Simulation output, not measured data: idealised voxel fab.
Module name: voxel gate over fins (process module)
Square cell edge 5 nm, section width 295 nm, ID cut.
Cross-sections here: square-cell grids, written as top-down lists of bands, a band being one or more rows of cells. In this notation a band is specified by the heights of its top and bottom, in that order and in nm, after which its materials appear from left to right, each paired with its width in nm. The word "throughout" attached to a single material means that material fills the band from edge to edge; the word "blank" stands for empty space. We count height from 0. Below that, the starting wafer is all one material. The lowest band never ends at the bottom but goes on down; see "0 nm and below" for how that is written. A two-number width, for instance "30->40", indicates that the width is equal to the first number in the top row of the band and to the second number in the bottom row, and that it changes by a constant amount per row of cells. Step note "remained unchanged" = no cross-section cell changed. Heads up: "Completely enclosed voids" only lists the empty pockets with no open path to the top that are 8 cells or more, and it writes them as width x height at distance, distance from the left edge, in nm. The remark found on a step's line after its settings is issued by the simulator itself and pertains to that step. overlay nm: on a step with a mask, how far right of its planned place the mask lay; negative means left.

STEPS IN THE PROCESS PLAN
1) RECEIVE, material Si
2) CONFORMAL_DEP, material SiN, thk nm 10
3) MASKED_ETCH, tone cover, mask id FINS, width nm 15, pitch nm 55, etch materials SiN, depth nm 10, overlay nm 0
4) MASKED_ETCH, tone cover, mask id FINS, width nm 15, pitch nm 55, etch materials Si, depth nm 35, overlay nm 0
5) FILL_DEP, material SiO2, thk nm 10
6) CMP, height nm 10
7) PATTERN, tone open, mask id RAIL, material resist, width nm 15, thk nm 15, overlay nm 0
8) DIRECTIONAL_ETCH, etch materials SiO2, depth nm 40
9) STRIP, etch materials resist
10) CONFORMAL_DEP, material TiN, thk nm 5
11) FILL_DEP, material Ru, thk nm 5
12) CMP, height nm 10
13) SELECTIVE_ETCH, etch materials W Ru TiN, depth nm 30
14) FILL_DEP, material SiO2, thk nm 5
15) CMP, height nm 10
16) SELECTIVE_ETCH, etch materials SiO2, depth nm 25
17) STRIP, etch materials SiN
18) CONFORMAL_DEP, material HfO2, thk nm 5
19) CONFORMAL_DEP, material TiN, thk nm 5
20) FILL_DEP, material W, thk nm 10
21) CMP, height nm 15
22) CONFORMAL_DEP, material SiCN, thk nm 10

AS RECEIVED (POST STEP 1): CROSS-SECTION
- 0 nm and below  Si throughout
- Completely enclosed voids: none

THE MODULE WAS RUN FROM THE START SHOWN ABOVE USING THE PLAN SHOWN ABOVE, BUT ONE MISTAKE WAS MADE DOING IT; THE RESULTING WAFER CROSS-SECTION IS BELOW
- 25 nm to 15 nm  SiCN throughout
- 15 nm to 5 nm  HfO2 115 nm, then TiN 5 nm, then HfO2 50 nm, then TiN 5 nm, then HfO2 120 nm
- 5 nm to 0 nm  HfO2 throughout
- 0 nm to -35 nm  HfO2 110 nm, then Si 15 nm, then HfO2 40 nm, then Si 15 nm, then HfO2 115 nm
- -35 nm and below  Si throughout
- Completely enclosed voids: none
Short version of what went wrong: step 5 ran as: FILL_DEP, material HfO2, thk nm 10
